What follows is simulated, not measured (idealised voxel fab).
You're looking at the process module voxel wiring stack.
cross-section cut | 255 nm wide | cells 5 nm
A cross-section is a grid of square cells, given in bands from the top down. A band is one or more rows of cells. Basically the band line says how high the top is and how high the bottom is, in nm, and then what's in it from left to right, every material with its width in nm. Empty space shows up as "empty", and if a single material carries "all across" it runs the full band edge to edge. Ref level 0: as-received wafer is one material below here. Bottom band extends down with no lower bound ("0..down"). A width given as "30..40" starts at the first number in the band's top row and ends at the second number in its bottom row, shifting by an equal amount at every step from row to row. Where a step carries "nothing different", the cross-section came out of it unchanged, cell for cell. "Listed closed voids" means: voids of 8 cells or more that are shut off from the top with no open way through. Written width x height at distance, distance from the left edge, in nm. Read whatever lies past the settings on a step's line as the simulator's own remark about the step. On any step carrying a mask, the "overlay nm" setting, if present on the step's line, tells how far right of its planned place the mask lay; negative values point to the left. What follows is a series of pairs. Each pair shows a cross-section before one process step and the cross-section after it, and the after view is drawn only down to the lowest band that changed. Beneath each pair is the step that lies between the two, with its settings. Pairs may come from different runs of this module on the same starting wafer, so a pair continues from the one above it only where its entry headed "Pre-step" says so.

**Pre-step**
    105..85 = resist 85 nm; empty 15 nm; resist 155 nm
    85..70 = aC 85 nm; empty 15 nm; aC 155 nm
    70..50 = lowk all across
    50..45 = SiCN all across
    45..40 = Ru all across
    40..35 = TiN 90 nm; Ru 20 nm; TiN 35 nm; Ru 20 nm; TiN 90 nm
    35..15 = SiO2 85 nm; TiN 5 nm; Ru 20 nm; TiN 5 nm; SiO2 25 nm; TiN 5 nm; Ru 20 nm; TiN 5 nm; SiO2 85 nm
    15..10 = SiCN 85 nm; TiN 30 nm; SiCN 25 nm; TiN 30 nm; SiCN 85 nm
    10..0 = SiO2 all across
    0..down = Si all across
    Listed closed voids: none

**Step Result**
    85..70 = aC 85 nm; empty 15 nm; aC 155 nm
    Unchanged below 70.
    Listed closed voids: none
The step carried out between the cross-section before it and the cross-section after it, both shown above, is op STRIP | etch materials resist

Pre-step: see preceding pair, after cross-section.

**Step Result**
    85..70 = aC 85 nm; empty 15 nm; aC 155 nm
    70..50 = lowk 85 nm; empty 15 nm; lowk 155 nm
    Unchanged below 50.
    Listed closed voids: none
The step carried out between the cross-section before it and the cross-section after it, both shown above, is op DIRECTIONAL_ETCH | etch materials lowk | depth nm 20

Pre-step: see preceding pair, after cross-section.

**Step Result**
    85..70 = aC 85 nm; empty 15 nm; aC 155 nm
    70..50 = lowk 85 nm; empty 15 nm; lowk 155 nm
    50..45 = SiCN 85 nm; empty 15 nm; SiCN 155 nm
    Unchanged below 45.
    Listed closed voids: none
The step carried out between the cross-section before it and the cross-section after it, both shown above, is op DIRECTIONAL_ETCH | etch materials SiCN | depth nm 5

Pre-step: see preceding pair, after cross-section.

**Step Result**
    70..50 = lowk 85 nm; empty 15 nm; lowk 155 nm
    Unchanged below 50.
    Listed closed voids: none
The step carried out between the cross-section before it and the cross-section after it, both shown above, is op STRIP | etch materials aC

Pre-step: see preceding pair, after cross-section.

**Step Result**
    75..70 = TiN 90 nm; empty 5 nm; TiN 160 nm
    70..50 = lowk 85 nm; TiN 5 nm; empty 5 nm; TiN 5 nm; lowk 155 nm
    50..45 = SiCN 85 nm; TiN 15 nm; SiCN 155 nm
    Unchanged below 45.
    Listed closed voids: none
The step carried out between the cross-section before it and the cross-section after it, both shown above, is op CONFORMAL_DEP | material TiN | thk nm 5

Pre-step: see preceding pair, after cross-section.

**Step Result**
    85..75 = Cu all across
    75..70 = TiN 90 nm; Cu 5 nm; TiN 160 nm
    70..50 = lowk 85 nm; TiN 5 nm; Cu 5 nm; TiN 5 nm; lowk 155 nm
    Unchanged below 50.
    Listed closed voids: none
The step carried out between the cross-section before it and the cross-section after it, both shown above, is op FILL_DEP | material Cu | thk nm 10

Pre-step: see preceding pair, after cross-section.

**Step Result**
    60..50 = lowk 85 nm; TiN 5 nm; Cu 5 nm; TiN 5 nm; lowk 155 nm
    Unchanged below 50.
    Listed closed voids: none
The step carried out between the cross-section before it and the cross-section after it, both shown above, is op CMP | height nm 60

Pre-step: see preceding pair, after cross-section.

**Step Result**
    65..60 = SiN all across
    Unchanged below 60.
    Listed closed voids: none
The step carried out between the cross-section before it and the cross-section after it, both shown above, is op CONFORMAL_DEP | material SiN | thk nm 5

Pre-step: see preceding pair, after cross-section.

**Step Result**
    90..65 = SiO2 all across
    Unchanged below 65.
    Listed closed voids: none
The step carried out between the cross-section before it and the cross-section after it, both shown above, is op DIRECTIONAL_DEP | material SiO2 | thk nm 25

Pre-step: see preceding pair, after cross-section.

**Step Result**
    90..65 = SiO2 85 nm; empty 30 nm; SiO2 25 nm; empty 30 nm; SiO2 85 nm
    Unchanged below 65.
    Listed closed voids: none
The step carried out between the cross-section before it and the cross-section after it, both shown above, is op MASKED_ETCH | tone open | mask id METAL_2 | width nm 30 | pitch nm 55 | etch materials SiO2 | depth nm 25 | overlay nm 0

Pre-step: see preceding pair, after cross-section.

**Step Result**
    90..65 = SiO2 85 nm; empty 30 nm; SiO2 25 nm; empty 30 nm; SiO2 85 nm
    65..60 = SiN 85 nm; empty 30 nm; SiN 25 nm; empty 30 nm; SiN 85 nm
    Unchanged below 60.
    Listed closed voids: none
The step carried out between the cross-section before it and the cross-section after it, both shown above, is op MASKED_ETCH | tone open | mask id METAL_2 | width nm 30 | pitch nm 55 | etch materials SiN | depth nm 5 | overlay nm 0

Pre-step: see preceding pair, after cross-section.

**Step Result**
    95..90 = TiN 90 nm; empty 20 nm; TiN 35 nm; empty 20 nm; TiN 90 nm
    90..65 = SiO2 85 nm; TiN 5 nm; empty 20 nm; TiN 5 nm; SiO2 25 nm; TiN 5 nm; empty 20 nm; TiN 5 nm; SiO2 85 nm
    65..60 = SiN 85 nm; TiN 30 nm; SiN 25 nm; TiN 30 nm; SiN 85 nm
    Unchanged below 60.
    Listed closed voids: none
The step carried out between the cross-section before it and the cross-section after it, both shown above, is op CONFORMAL_DEP | material TiN | thk nm 5

Pre-step: see preceding pair, after cross-section.

**Step Result**
    100..95 = Ru all across
    95..90 = TiN 90 nm; Ru 20 nm; TiN 35 nm; Ru 20 nm; TiN 90 nm
    90..65 = SiO2 85 nm; TiN 5 nm; Ru 20 nm; TiN 5 nm; SiO2 25 nm; TiN 5 nm; Ru 20 nm; TiN 5 nm; SiO2 85 nm
    Unchanged below 65.
    Listed closed voids: none
The step carried out between the cross-section before it and the cross-section after it, both shown above, is op FILL_DEP | material Ru | thk nm 5

Pre-step: see preceding pair, after cross-section.

**Step Result**
    90..65 = SiO2 85 nm; TiN 5 nm; Ru 20 nm; TiN 5 nm; SiO2 25 nm; TiN 5 nm; Ru 20 nm; TiN 5 nm; SiO2 85 nm
    Unchanged below 65.
    Listed closed voids: none
The step carried out between the cross-section before it and the cross-section after it, both shown above, is op CMP | height nm 90

Pre-step: see preceding pair, after cross-section.

**Step Result**
    95..90 = SiN all across
    Unchanged below 90.
    Listed closed voids: none
The step carried out between the cross-section before it and the cross-section after it, both shown above, is op CONFORMAL_DEP | material SiN | thk nm 5

**Pre-step**
    90..65 = SiO2 85 nm; empty 30 nm; SiO2 25 nm; empty 30 nm; SiO2 85 nm
    65..60 = SiN all across
    60..40 = lowk 85 nm; TiN 5 nm; Cu 5 nm; TiN 5 nm; lowk 155 nm
    40..35 = SiCN 85 nm; TiN 15 nm; SiCN 155 nm
    35..15 = SiO2 85 nm; TiN 5 nm; Ru 20 nm; TiN 5 nm; SiO2 25 nm; TiN 5 nm; Ru 20 nm; TiN 5 nm; SiO2 85 nm
    15..10 = SiCN 85 nm; TiN 30 nm; SiCN 25 nm; TiN 30 nm; SiCN 85 nm
    10..0 = SiO2 all across
    0..down = Si all across
    Listed closed voids: none

**Step Result**
    90..65 = SiO2 85 nm; empty 30 nm; SiO2 25 nm; empty 30 nm; SiO2 85 nm
    65..60 = SiN 90 nm; empty 20 nm; SiN 35 nm; empty 20 nm; SiN 90 nm
    Unchanged below 60.
    Listed closed voids: none
The step carried out between the cross-section before it and the cross-section after it, both shown above, is op MASKED_ETCH | tone open | mask id METAL_2 | width nm 20 | pitch nm 55 | etch materials SiN | depth nm 5 | overlay nm 0

Pre-step: see preceding pair, after cross-section.

**Step Result**
    95..90 = TiN 90 nm; empty 20 nm; TiN 35 nm; empty 20 nm; TiN 90 nm
    90..70 = SiO2 85 nm; TiN 5 nm; empty 20 nm; TiN 5 nm; SiO2 25 nm; TiN 5 nm; empty 20 nm; TiN 5 nm; SiO2 85 nm
    70..65 = SiO2 85 nm; TiN 10 nm; empty 10 nm; TiN 10 nm; SiO2 25 nm; TiN 10 nm; empty 10 nm; TiN 10 nm; SiO2 85 nm
    65..60 = SiN 90 nm; TiN 20 nm; SiN 35 nm; TiN 20 nm; SiN 90 nm
    Unchanged below 60.
    Listed closed voids: none
The step carried out between the cross-section before it and the cross-section after it, both shown above, is op CONFORMAL_DEP | material TiN | thk nm 5

Pre-step: see preceding pair, after cross-section.

**Step Result**
    100..95 = Ru all across
    95..90 = TiN 90 nm; Ru 20 nm; TiN 35 nm; Ru 20 nm; TiN 90 nm
    90..70 = SiO2 85 nm; TiN 5 nm; Ru 20 nm; TiN 5 nm; SiO2 25 nm; TiN 5 nm; Ru 20 nm; TiN 5 nm; SiO2 85 nm
    70..65 = SiO2 85 nm; TiN 10 nm; Ru 10 nm; TiN 10 nm; SiO2 25 nm; TiN 10 nm; Ru 10 nm; TiN 10 nm; SiO2 85 nm
    Unchanged below 65.
    Listed closed voids: none
The step carried out between the cross-section before it and the cross-section after it, both shown above, is op FILL_DEP | material Ru | thk nm 5

Pre-step: see preceding pair, after cross-section.

**Step Result**
    90..70 = SiO2 85 nm; TiN 5 nm; Ru 20 nm; TiN 5 nm; SiO2 25 nm; TiN 5 nm; Ru 20 nm; TiN 5 nm; SiO2 85 nm
    Unchanged below 70.
    Listed closed voids: none
The step carried out between the cross-section before it and the cross-section after it, both shown above, is op CMP | height nm 90

Pre-step: see preceding pair, after cross-section.

**Step Result**
    95..90 = SiN all across
    Unchanged below 90.
    Listed closed voids: none
The step carried out between the cross-section before it and the cross-section after it, both shown above, is op CONFORMAL_DEP | material SiN | thk nm 5

**Pre-step**
    75..60 = aC all across
    60..40 = lowk all across
    40..35 = SiCN all across
    35..15 = SiO2 85 nm; TiN 5 nm; Ru 20 nm; TiN 5 nm; SiO2 25 nm; TiN 5 nm; Ru 20 nm; TiN 5 nm; SiO2 85 nm
    15..10 = SiCN 85 nm; TiN 30 nm; SiCN 25 nm; TiN 30 nm; SiCN 85 nm
    10..0 = SiO2 all across
    0..down = Si all across
    Listed closed voids: none

**Step Result**
    110..75 = resist 90 nm; empty 15 nm; resist 150 nm
    Unchanged below 75.
    Listed closed voids: none
The step carried out between the cross-section before it and the cross-section after it, both shown above, is op PATTERN | tone open | mask id PLUG_1 | material resist | width nm 15 | thk nm 35 | overlay nm 5

Pre-step: see preceding pair, after cross-section.

**Step Result**
    95..75 = resist 90 nm; empty 15 nm; resist 150 nm
    75..60 = aC 90 nm; empty 15 nm; aC 150 nm
    Unchanged below 60.
    Listed closed voids: none
The step carried out between the cross-section before it and the cross-section after it, both shown above, is op DIRECTIONAL_ETCH | etch materials aC | depth nm 15

Pre-step: see preceding pair, after cross-section.

**Step Result**
    75..60 = aC 90 nm; empty 15 nm; aC 150 nm
    Unchanged below 60.
    Listed closed voids: none
The step carried out between the cross-section before it and the cross-section after it, both shown above, is op STRIP | etch materials resist

Pre-step: see preceding pair, after cross-section.

**Step Result**
    75..60 = aC 90 nm; empty 15 nm; aC 150 nm
    60..40 = lowk 90 nm; empty 15 nm; lowk 150 nm
    Unchanged below 40.
    Listed closed voids: none
The step carried out between the cross-section before it and the cross-section after it, both shown above, is op DIRECTIONAL_ETCH | etch materials lowk | depth nm 20

Pre-step: see preceding pair, after cross-section.

**Step Result**
    75..60 = aC 90 nm; empty 15 nm; aC 150 nm
    60..40 = lowk 90 nm; empty 15 nm; lowk 150 nm
    40..35 = SiCN 90 nm; empty 15 nm; SiCN 150 nm
    Unchanged below 35.
    Listed closed voids: none
The step carried out between the cross-section before it and the cross-section after it, both shown above, is op DIRECTIONAL_ETCH | etch materials SiCN | depth nm 5

Pre-step: see preceding pair, after cross-section.

**Step Result**
    60..40 = lowk 90 nm; empty 15 nm; lowk 150 nm
    Unchanged below 40.
    Listed closed voids: none
The step carried out between the cross-section before it and the cross-section after it, both shown above, is op STRIP | etch materials aC

Pre-step: see preceding pair, after cross-section.

**Step Result**
    65..60 = TiN 95 nm; empty 5 nm; TiN 155 nm
    60..40 = lowk 90 nm; TiN 5 nm; empty 5 nm; TiN 5 nm; lowk 150 nm
    40..35 = SiCN 90 nm; TiN 15 nm; SiCN 150 nm
    Unchanged below 35.
    Listed closed voids: none
The step carried out between the cross-section before it and the cross-section after it, both shown above, is op CONFORMAL_DEP | material TiN | thk nm 5

Pre-step: see preceding pair, after cross-section.

**Step Result**
    75..65 = Cu all across
    65..60 = TiN 95 nm; Cu 5 nm; TiN 155 nm
    60..40 = lowk 90 nm; TiN 5 nm; Cu 5 nm; TiN 5 nm; lowk 150 nm
    Unchanged below 40.
    Listed closed voids: none
The step carried out between the cross-section before it and the cross-section after it, both shown above, is op FILL_DEP | material Cu | thk nm 10

Pre-step: see preceding pair, after cross-section.

**Step Result**
    60..40 = lowk 90 nm; TiN 5 nm; Cu 5 nm; TiN 5 nm; lowk 150 nm
    Unchanged below 40.
    Listed closed voids: none
The step carried out between the cross-section before it and the cross-section after it, both shown above, is op CMP | height nm 60

Pre-step: see preceding pair, after cross-section.

**Step Result**
    65..60 = SiN all across
    Unchanged below 60.
    Listed closed voids: none
The step carried out between the cross-section before it and the cross-section after it, both shown above, is op CONFORMAL_DEP | material SiN | thk nm 5

Pre-step: see preceding pair, after cross-section.

**Step Result**
    90..65 = SiO2 all across
    Unchanged below 65.
    Listed closed voids: none
The step carried out between the cross-section before it and the cross-section after it, both shown above, is op DIRECTIONAL_DEP | material SiO2 | thk nm 25

Pre-step: see preceding pair, after cross-section.

**Step Result**
    90..65 = SiO2 85 nm; empty 30 nm; SiO2 25 nm; empty 30 nm; SiO2 85 nm
    Unchanged below 65.
    Listed closed voids: none
The step carried out between the cross-section before it and the cross-section after it, both shown above, is op MASKED_ETCH | tone open | mask id METAL_2 | width nm 30 | pitch nm 55 | etch materials SiO2 | depth nm 25 | overlay nm 0

Pre-step: see preceding pair, after cross-section.

**Step Result**
    90..65 = SiO2 85 nm; empty 30 nm; SiO2 25 nm; empty 30 nm; SiO2 85 nm
    65..60 = SiN 85 nm; empty 30 nm; SiN 25 nm; empty 30 nm; SiN 85 nm
    Unchanged below 60.
    Listed closed voids: none
The step carried out between the cross-section before it and the cross-section after it, both shown above, is op MASKED_ETCH | tone open | mask id METAL_2 | width nm 30 | pitch nm 55 | etch materials SiN | depth nm 5 | overlay nm 0

Pre-step: see preceding pair, after cross-section.

**Step Result**
    95..90 = TiN 90 nm; empty 20 nm; TiN 35 nm; empty 20 nm; TiN 90 nm
    90..65 = SiO2 85 nm; TiN 5 nm; empty 20 nm; TiN 5 nm; SiO2 25 nm; TiN 5 nm; empty 20 nm; TiN 5 nm; SiO2 85 nm
    65..60 = SiN 85 nm; TiN 30 nm; SiN 25 nm; TiN 30 nm; SiN 85 nm
    Unchanged below 60.
    Listed closed voids: none
The step carried out between the cross-section before it and the cross-section after it, both shown above, is op CONFORMAL_DEP | material TiN | thk nm 5

Pre-step: see preceding pair, after cross-section.

**Step Result**
    100..95 = Ru all across
    95..90 = TiN 90 nm; Ru 20 nm; TiN 35 nm; Ru 20 nm; TiN 90 nm
    90..65 = SiO2 85 nm; TiN 5 nm; Ru 20 nm; TiN 5 nm; SiO2 25 nm; TiN 5 nm; Ru 20 nm; TiN 5 nm; SiO2 85 nm
    Unchanged below 65.
    Listed closed voids: none
The step carried out between the cross-section before it and the cross-section after it, both shown above, is op FILL_DEP | material Ru | thk nm 5

Pre-step: see preceding pair, after cross-section.

**Step Result**
    90..65 = SiO2 85 nm; TiN 5 nm; Ru 20 nm; TiN 5 nm; SiO2 25 nm; TiN 5 nm; Ru 20 nm; TiN 5 nm; SiO2 85 nm
    Unchanged below 65.
    Listed closed voids: none
The step carried out between the cross-section before it and the cross-section after it, both shown above, is op CMP | height nm 90

Pre-step: see preceding pair, after cross-section.

**Step Result**
    95..90 = SiN all across
    Unchanged below 90.
    Listed closed voids: none
The step carried out between the cross-section before it and the cross-section after it, both shown above, is op CONFORMAL_DEP | material SiN | thk nm 5

**Pre-step**
    95..90 = TiN 90 nm; empty 20 nm; TiN 35 nm; empty 20 nm; TiN 90 nm
    90..65 = SiO2 85 nm; TiN 5 nm; empty 20 nm; TiN 5 nm; SiO2 25 nm; TiN 5 nm; empty 20 nm; TiN 5 nm; SiO2 85 nm
    65..60 = SiN 85 nm; TiN 30 nm; SiN 25 nm; TiN 30 nm; SiN 85 nm
    60..40 = lowk 85 nm; TiN 5 nm; Cu 5 nm; TiN 5 nm; lowk 155 nm
    40..35 = SiCN 85 nm; TiN 15 nm; SiCN 155 nm
    35..15 = SiO2 85 nm; TiN 5 nm; Ru 20 nm; TiN 5 nm; SiO2 25 nm; TiN 5 nm; Ru 20 nm; TiN 5 nm; SiO2 85 nm
    15..10 = SiCN 85 nm; TiN 30 nm; SiCN 25 nm; TiN 30 nm; SiCN 85 nm
    10..0 = SiO2 all across
    0..down = Si all across
    Listed closed voids: none

**Step Result**
    100..95 = SiN all across
    95..90 = TiN 90 nm; SiN 20 nm; TiN 35 nm; SiN 20 nm; TiN 90 nm
    90..65 = SiO2 85 nm; TiN 5 nm; SiN 20 nm; TiN 5 nm; SiO2 25 nm; TiN 5 nm; SiN 20 nm; TiN 5 nm; SiO2 85 nm
    Unchanged below 65.
    Listed closed voids: none
The step carried out between the cross-section before it and the cross-section after it, both shown above, is op FILL_DEP | material SiN | thk nm 5

Pre-step: see preceding pair, after cross-section.

**Step Result**
    90..65 = SiO2 85 nm; TiN 5 nm; SiN 20 nm; TiN 5 nm; SiO2 25 nm; TiN 5 nm; SiN 20 nm; TiN 5 nm; SiO2 85 nm
    Unchanged below 65.
    Listed closed voids: none
The step carried out between the cross-section before it and the cross-section after it, both shown above, is op CMP | height nm 90

Pre-step: see preceding pair, after cross-section.

**Step Result**
    95..90 = SiN all across
    Unchanged below 90.
    Listed closed voids: none
The step carried out between the cross-section before it and the cross-section after it, both shown above, is op CONFORMAL_DEP | material SiN | thk nm 5

**Pre-step**
    75..60 = aC all across
    60..40 = lowk all across
    40..35 = SiCN all across
    35..15 = SiO2 85 nm; TiN 5 nm; Ru 20 nm; TiN 5 nm; SiO2 25 nm; TiN 5 nm; Ru 20 nm; TiN 5 nm; SiO2 85 nm
    15..10 = SiCN 85 nm; TiN 30 nm; SiCN 25 nm; TiN 30 nm; SiCN 85 nm
    10..0 = SiO2 all across
    0..down = Si all across
    Listed closed voids: none

**Step Result**
    110..75 = empty 85 nm; resist 15 nm; empty 155 nm
    Unchanged below 75.
    Listed closed voids: none
The step carried out between the cross-section before it and the cross-section after it, both shown above, is op PATTERN | tone cover | mask id PLUG_1 | material resist | width nm 15 | thk nm 35 | overlay nm 0

Pre-step: see preceding pair, after cross-section.

**Step Result**
    95..75 = empty 85 nm; resist 15 nm; empty 155 nm
    75..60 = empty 85 nm; aC 15 nm; empty 155 nm
    Unchanged below 60.
    Listed closed voids: none
The step carried out between the cross-section before it and the cross-section after it, both shown above, is op DIRECTIONAL_ETCH | etch materials aC | depth nm 15

Pre-step: see preceding pair, after cross-section.

**Step Result**
    75..60 = empty 85 nm; aC 15 nm; empty 155 nm
    Unchanged below 60.
    Listed closed voids: none
The step carried out between the cross-section before it and the cross-section after it, both shown above, is op STRIP | etch materials resist

Pre-step: see preceding pair, after cross-section.

**Step Result**
    75..60 = empty 85 nm; aC 15 nm; empty 155 nm
    60..40 = empty 85 nm; lowk 15 nm; empty 155 nm
    Unchanged below 40.
    Listed closed voids: none
The step carried out between the cross-section before it and the cross-section after it, both shown above, is op DIRECTIONAL_ETCH | etch materials lowk | depth nm 20

Pre-step: see preceding pair, after cross-section.

**Step Result**
    75..60 = empty 85 nm; aC 15 nm; empty 155 nm
    60..40 = empty 85 nm; lowk 15 nm; empty 155 nm
    40..35 = empty 85 nm; SiCN 15 nm; empty 155 nm
    Unchanged below 35.
    Listed closed voids: none
The step carried out between the cross-section before it and the cross-section after it, both shown above, is op DIRECTIONAL_ETCH | etch materials SiCN | depth nm 5

Pre-step: see preceding pair, after cross-section.

**Step Result**
    60..40 = empty 85 nm; lowk 15 nm; empty 155 nm
    Unchanged below 40.
    Listed closed voids: none
The step carried out between the cross-section before it and the cross-section after it, both shown above, is op STRIP | etch materials aC

Pre-step: see preceding pair, after cross-section.

**Step Result**
    65..60 = empty 80 nm; TiN 25 nm; empty 150 nm
    60..40 = empty 80 nm; TiN 5 nm; lowk 15 nm; TiN 5 nm; empty 150 nm
    40..35 = TiN 85 nm; SiCN 15 nm; TiN 155 nm
    Unchanged below 35.
    Listed closed voids: none
The step carried out between the cross-section before it and the cross-section after it, both shown above, is op CONFORMAL_DEP | material TiN | thk nm 5

Pre-step: see preceding pair, after cross-section.

**Step Result**
    75..65 = Cu all across
    65..60 = Cu 80 nm; TiN 25 nm; Cu 150 nm
    60..40 = Cu 80 nm; TiN 5 nm; lowk 15 nm; TiN 5 nm; Cu 150 nm
    Unchanged below 40.
    Listed closed voids: none
The step carried out between the cross-section before it and the cross-section after it, both shown above, is op FILL_DEP | material Cu | thk nm 10

Pre-step: see preceding pair, after cross-section.

**Step Result**
    60..40 = Cu 80 nm; TiN 5 nm; lowk 15 nm; TiN 5 nm; Cu 150 nm
    Unchanged below 40.
    Listed closed voids: none
The step carried out between the cross-section before it and the cross-section after it, both shown above, is op CMP | height nm 60

Pre-step: see preceding pair, after cross-section.

**Step Result**
    65..60 = SiN all across
    Unchanged below 60.
    Listed closed voids: none
The step carried out between the cross-section before it and the cross-section after it, both shown above, is op CONFORMAL_DEP | material SiN | thk nm 5

Pre-step: see preceding pair, after cross-section.

**Step Result**
    90..65 = SiO2 all across
    Unchanged below 65.
    Listed closed voids: none
The step carried out between the cross-section before it and the cross-section after it, both shown above, is op DIRECTIONAL_DEP | material SiO2 | thk nm 25

Pre-step: see preceding pair, after cross-section.

**Step Result**
    90..65 = SiO2 85 nm; empty 30 nm; SiO2 25 nm; empty 30 nm; SiO2 85 nm
    Unchanged below 65.
    Listed closed voids: none
The step carried out between the cross-section before it and the cross-section after it, both shown above, is op MASKED_ETCH | tone open | mask id METAL_2 | width nm 30 | pitch nm 55 | etch materials SiO2 | depth nm 25 | overlay nm 0

Pre-step: see preceding pair, after cross-section.

**Step Result**
    90..65 = SiO2 85 nm; empty 30 nm; SiO2 25 nm; empty 30 nm; SiO2 85 nm
    65..60 = SiN 85 nm; empty 30 nm; SiN 25 nm; empty 30 nm; SiN 85 nm
    Unchanged below 60.
    Listed closed voids: none
The step carried out between the cross-section before it and the cross-section after it, both shown above, is op MASKED_ETCH | tone open | mask id METAL_2 | width nm 30 | pitch nm 55 | etch materials SiN | depth nm 5 | overlay nm 0

Pre-step: see preceding pair, after cross-section.

**Step Result**
    95..90 = TiN 90 nm; empty 20 nm; TiN 35 nm; empty 20 nm; TiN 90 nm
    90..65 = SiO2 85 nm; TiN 5 nm; empty 20 nm; TiN 5 nm; SiO2 25 nm; TiN 5 nm; empty 20 nm; TiN 5 nm; SiO2 85 nm
    65..60 = SiN 85 nm; TiN 30 nm; SiN 25 nm; TiN 30 nm; SiN 85 nm
    Unchanged below 60.
    Listed closed voids: none
The step carried out between the cross-section before it and the cross-section after it, both shown above, is op CONFORMAL_DEP | material TiN | thk nm 5

Pre-step: see preceding pair, after cross-section.

**Step Result**
    100..95 = Ru all across
    95..90 = TiN 90 nm; Ru 20 nm; TiN 35 nm; Ru 20 nm; TiN 90 nm
    90..65 = SiO2 85 nm; TiN 5 nm; Ru 20 nm; TiN 5 nm; SiO2 25 nm; TiN 5 nm; Ru 20 nm; TiN 5 nm; SiO2 85 nm
    Unchanged below 65.
    Listed closed voids: none
The step carried out between the cross-section before it and the cross-section after it, both shown above, is op FILL_DEP | material Ru | thk nm 5

Pre-step: see preceding pair, after cross-section.

**Step Result**
    90..65 = SiO2 85 nm; TiN 5 nm; Ru 20 nm; TiN 5 nm; SiO2 25 nm; TiN 5 nm; Ru 20 nm; TiN 5 nm; SiO2 85 nm
    Unchanged below 65.
    Listed closed voids: none
The step carried out between the cross-section before it and the cross-section after it, both shown above, is op CMP | height nm 90

Pre-step: see preceding pair, after cross-section.

**Step Result**
    95..90 = SiN all across
    Unchanged below 90.
    Listed closed voids: none
The step carried out between the cross-section before it and the cross-section after it, both shown above, is op CONFORMAL_DEP | material SiN | thk nm 5
